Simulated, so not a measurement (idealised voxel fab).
process module | voxel self aligned vias
cross-section cut | 225 nm wide | cells 5 nm
A cross-section is a grid of square cells, given in bands from the top down. A band is one or more rows of cells.
Each band's line starts with the height of the band's top and of its bottom, in nm. Then come its materials from left to right, each with its width in nm. One material with "throughout" fills the band from edge to edge. "air" is empty space.
Height 0 is the level under which the wafer as received is all one material. The lowest band goes on downwards, as in "0 down".
A width such as "30 to 40" changes by the same amount from each row of cells to the next, from the band's top row to its bottom row.
"no change" after a step means that no cell of the cross-section changed.
closed voids: empty space of 8 cells or more with no open way to the top, each as width x height at its distance from the left edge, in nm
after a step's settings: what the simulator itself notes on the step
overlay nm, on a step with a mask: how far to the right of its planned place the mask lay; to the left if negative
plan
1 op RECEIVE | material Si
2 op CONFORMAL_DEP | material SiO2 | thk nm 15
3 op CONFORMAL_DEP | material SiCN | thk nm 5
4 op DIRECTIONAL_DEP | material SiO2 | thk nm 25
5 op DIRECTIONAL_DEP | material aC | thk nm 10
6 op PATTERN | tone open | mask id LINES | material resist | width nm 30 | pitch nm 55 | thk nm 25 | overlay nm 0
7 op DIRECTIONAL_ETCH | etch materials aC | depth nm 10
8 op STRIP | etch materials resist
9 op DIRECTIONAL_ETCH | etch materials SiO2 | depth nm 25
10 op STRIP | etch materials aC
11 op CONFORMAL_DEP | material TiN | thk nm 5
12 op FILL_DEP | material Ru | thk nm 10
13 op CMP | height nm 45
14 op SELECTIVE_ETCH | etch materials W Ru TiN | depth nm 10
15 op FILL_DEP | material SiN | thk nm 10
16 op CMP | height nm 45
17 op DIRECTIONAL_DEP | material SiO2 | thk nm 15
18 op DIRECTIONAL_DEP | material aC | thk nm 15
19 op PATTERN | tone open | mask id VIAS | material resist | width nm 40 | thk nm 35 | overlay nm 0
20 op DIRECTIONAL_ETCH | etch materials aC | depth nm 15
21 op STRIP | etch materials resist
22 op DIRECTIONAL_ETCH | etch materials SiO2 | depth nm 15
23 op DIRECTIONAL_ETCH | etch materials SiN | depth nm 10
24 op STRIP | etch materials aC
25 op CONFORMAL_DEP | material TiN | thk nm 5
26 op FILL_DEP | material Ru | thk nm 10
27 op CMP | height nm 60
28 op CONFORMAL_DEP | material SiN | thk nm 5
first wafer, as planned
as received, after step 1
  0 down: Si throughout
  closed voids: none
after step 2
  15 to 0: SiO2 throughout
  below 0: unchanged
after step 3
  20 to 15: SiCN throughout
  below 15: unchanged
after step 4
  45 to 20: SiO2 throughout
  below 20: unchanged
after step 5
  55 to 45: aC throughout
  below 45: unchanged
after step 6
  80 to 55: resist 70 | air 30 | resist 25 | air 30 | resist 70
  below 55: unchanged
after step 7
  70 to 55: resist 70 | air 30 | resist 25 | air 30 | resist 70
  55 to 45: aC 70 | air 30 | aC 25 | air 30 | aC 70
  below 45: unchanged
after step 8
  55 to 45: aC 70 | air 30 | aC 25 | air 30 | aC 70
  below 45: unchanged
after step 9
  55 to 45: aC 70 | air 30 | aC 25 | air 30 | aC 70
  45 to 20: SiO2 70 | air 30 | SiO2 25 | air 30 | SiO2 70
  below 20: unchanged
after step 10
  45 to 20: SiO2 70 | air 30 | SiO2 25 | air 30 | SiO2 70
  below 20: unchanged
after step 11
  50 to 45: TiN 75 | air 20 | TiN 35 | air 20 | TiN 75
  45 to 25: SiO2 70 | TiN 5 | air 20 | TiN 5 | SiO2 25 | TiN 5 | air 20 | TiN 5 | SiO2 70
  25 to 20: SiO2 70 | TiN 30 | SiO2 25 | TiN 30 | SiO2 70
  below 20: unchanged
after step 12
  60 to 50: Ru throughout
  50 to 45: TiN 75 | Ru 20 | TiN 35 | Ru 20 | TiN 75
  45 to 25: SiO2 70 | TiN 5 | Ru 20 | TiN 5 | SiO2 25 | TiN 5 | Ru 20 | TiN 5 | SiO2 70
  below 25: unchanged
after step 13
  45 to 25: SiO2 70 | TiN 5 | Ru 20 | TiN 5 | SiO2 25 | TiN 5 | Ru 20 | TiN 5 | SiO2 70
  below 25: unchanged
after step 14
  45 to 35: SiO2 70 | air 30 | SiO2 25 | air 30 | SiO2 70
  below 35: unchanged
after step 15
  55 to 45: SiN throughout
  45 to 35: SiO2 70 | SiN 30 | SiO2 25 | SiN 30 | SiO2 70
  below 35: unchanged
after step 16
  45 to 35: SiO2 70 | SiN 30 | SiO2 25 | SiN 30 | SiO2 70
  below 35: unchanged
after step 17
  60 to 45: SiO2 throughout
  below 45: unchanged
after step 18
  75 to 60: aC throughout
  below 60: unchanged
after step 19
  110 to 75: resist 65 | air 40 | resist 120
  below 75: unchanged
after step 20
  95 to 75: resist 65 | air 40 | resist 120
  75 to 60: aC 65 | air 40 | aC 120
  below 60: unchanged
after step 21
  75 to 60: aC 65 | air 40 | aC 120
  below 60: unchanged
after step 22
  75 to 60: aC 65 | air 40 | aC 120
  60 to 45: SiO2 65 | air 40 | SiO2 120
  below 45: unchanged
after step 23
  75 to 60: aC 65 | air 40 | aC 120
  60 to 45: SiO2 65 | air 40 | SiO2 120
  45 to 35: SiO2 70 | air 30 | SiO2 25 | SiN 30 | SiO2 70
  below 35: unchanged
after step 24
  60 to 45: SiO2 65 | air 40 | SiO2 120
  below 45: unchanged
after step 25
  65 to 60: TiN 70 | air 30 | TiN 125
  60 to 50: SiO2 65 | TiN 5 | air 30 | TiN 5 | SiO2 120
  50 to 45: SiO2 65 | TiN 10 | air 20 | TiN 10 | SiO2 120
  45 to 40: SiO2 70 | TiN 5 | air 20 | TiN 5 | SiO2 25 | SiN 30 | SiO2 70
  40 to 35: SiO2 70 | TiN 30 | SiO2 25 | SiN 30 | SiO2 70
  below 35: unchanged
after step 26
  75 to 65: Ru throughout
  65 to 60: TiN 70 | Ru 30 | TiN 125
  60 to 50: SiO2 65 | TiN 5 | Ru 30 | TiN 5 | SiO2 120
  50 to 45: SiO2 65 | TiN 10 | Ru 20 | TiN 10 | SiO2 120
  45 to 40: SiO2 70 | TiN 5 | Ru 20 | TiN 5 | SiO2 25 | SiN 30 | SiO2 70
  below 40: unchanged
after step 27
  60 to 50: SiO2 65 | TiN 5 | Ru 30 | TiN 5 | SiO2 120
  below 50: unchanged
after step 28
  65 to 60: SiN throughout
  below 60: unchanged
second wafer: like start, like plan, one mistake. Through step 3 it matches the first wafer
when step 4 should have ended
  35 to 20: SiO2 throughout
  below 20: unchanged
when step 5 should have ended
  45 to 35: aC throughout
  below 35: unchanged
when step 6 should have ended
  70 to 45: resist 70 | air 30 | resist 25 | air 30 | resist 70
  below 45: unchanged
when step 7 should have ended
  60 to 45: resist 70 | air 30 | resist 25 | air 30 | resist 70
  45 to 35: aC 70 | air 30 | aC 25 | air 30 | aC 70
  below 35: unchanged
when step 8 should have ended
  45 to 35: aC 70 | air 30 | aC 25 | air 30 | aC 70
  below 35: unchanged
when step 9 should have ended
  45 to 35: aC 70 | air 30 | aC 25 | air 30 | aC 70
  35 to 20: SiO2 70 | air 30 | SiO2 25 | air 30 | SiO2 70
  below 20: unchanged
when step 10 should have ended
  35 to 20: SiO2 70 | air 30 | SiO2 25 | air 30 | SiO2 70
  below 20: unchanged
when step 11 should have ended
  40 to 35: TiN 75 | air 20 | TiN 35 | air 20 | TiN 75
  35 to 25: SiO2 70 | TiN 5 | air 20 | TiN 5 | SiO2 25 | TiN 5 | air 20 | TiN 5 | SiO2 70
  25 to 20: SiO2 70 | TiN 30 | SiO2 25 | TiN 30 | SiO2 70
  below 20: unchanged
when step 12 should have ended
  50 to 40: Ru throughout
  40 to 35: TiN 75 | Ru 20 | TiN 35 | Ru 20 | TiN 75
  35 to 25: SiO2 70 | TiN 5 | Ru 20 | TiN 5 | SiO2 25 | TiN 5 | Ru 20 | TiN 5 | SiO2 70
  below 25: unchanged
when step 13 should have ended
  45 to 40: Ru throughout
  below 40: unchanged
when step 14 should have ended
  35 to 25: SiO2 70 | TiN 5 | Ru 20 | TiN 5 | SiO2 25 | TiN 5 | Ru 20 | TiN 5 | SiO2 70
  below 25: unchanged
when step 15 should have ended
  45 to 35: SiN throughout
  below 35: unchanged
when step 16 should have ended: no change
when step 17 should have ended
  60 to 45: SiO2 throughout
  below 45: unchanged
when step 18 should have ended
  75 to 60: aC throughout
  below 60: unchanged
when step 19 should have ended
  110 to 75: resist 65 | air 40 | resist 120
  below 75: unchanged
when step 20 should have ended
  95 to 75: resist 65 | air 40 | resist 120
  75 to 60: aC 65 | air 40 | aC 120
  below 60: unchanged
when step 21 should have ended
  75 to 60: aC 65 | air 40 | aC 120
  below 60: unchanged
when step 22 should have ended
  75 to 60: aC 65 | air 40 | aC 120
  60 to 45: SiO2 65 | air 40 | SiO2 120
  below 45: unchanged
when step 23 should have ended
  75 to 60: aC 65 | air 40 | aC 120
  60 to 45: SiO2 65 | air 40 | SiO2 120
  45 to 35: SiN 65 | air 40 | SiN 120
  below 35: unchanged
when step 24 should have ended
  60 to 45: SiO2 65 | air 40 | SiO2 120
  below 45: unchanged
when step 25 should have ended
  65 to 60: TiN 70 | air 30 | TiN 125
  60 to 45: SiO2 65 | TiN 5 | air 30 | TiN 5 | SiO2 120
  45 to 40: SiN 65 | TiN 5 | air 30 | TiN 5 | SiN 120
  40 to 35: SiN 65 | TiN 40 | SiN 120
  below 35: unchanged
when step 26 should have ended
  75 to 65: Ru throughout
  65 to 60: TiN 70 | Ru 30 | TiN 125
  60 to 45: SiO2 65 | TiN 5 | Ru 30 | TiN 5 | SiO2 120
  45 to 40: SiN 65 | TiN 5 | Ru 30 | TiN 5 | SiN 120
  below 40: unchanged
when step 27 should have ended
  60 to 45: SiO2 65 | TiN 5 | Ru 30 | TiN 5 | SiO2 120
  below 45: unchanged
when step 28 should have ended
  65 to 60: SiN throughout
  below 60: unchanged
what went wrong: step 4 ran as: op DIRECTIONAL_DEP | material SiO2 | thk nm 15
at the end the second wafer has, in cells: 4 more of Ru | 62 more of SiN | 66 fewer of SiO2
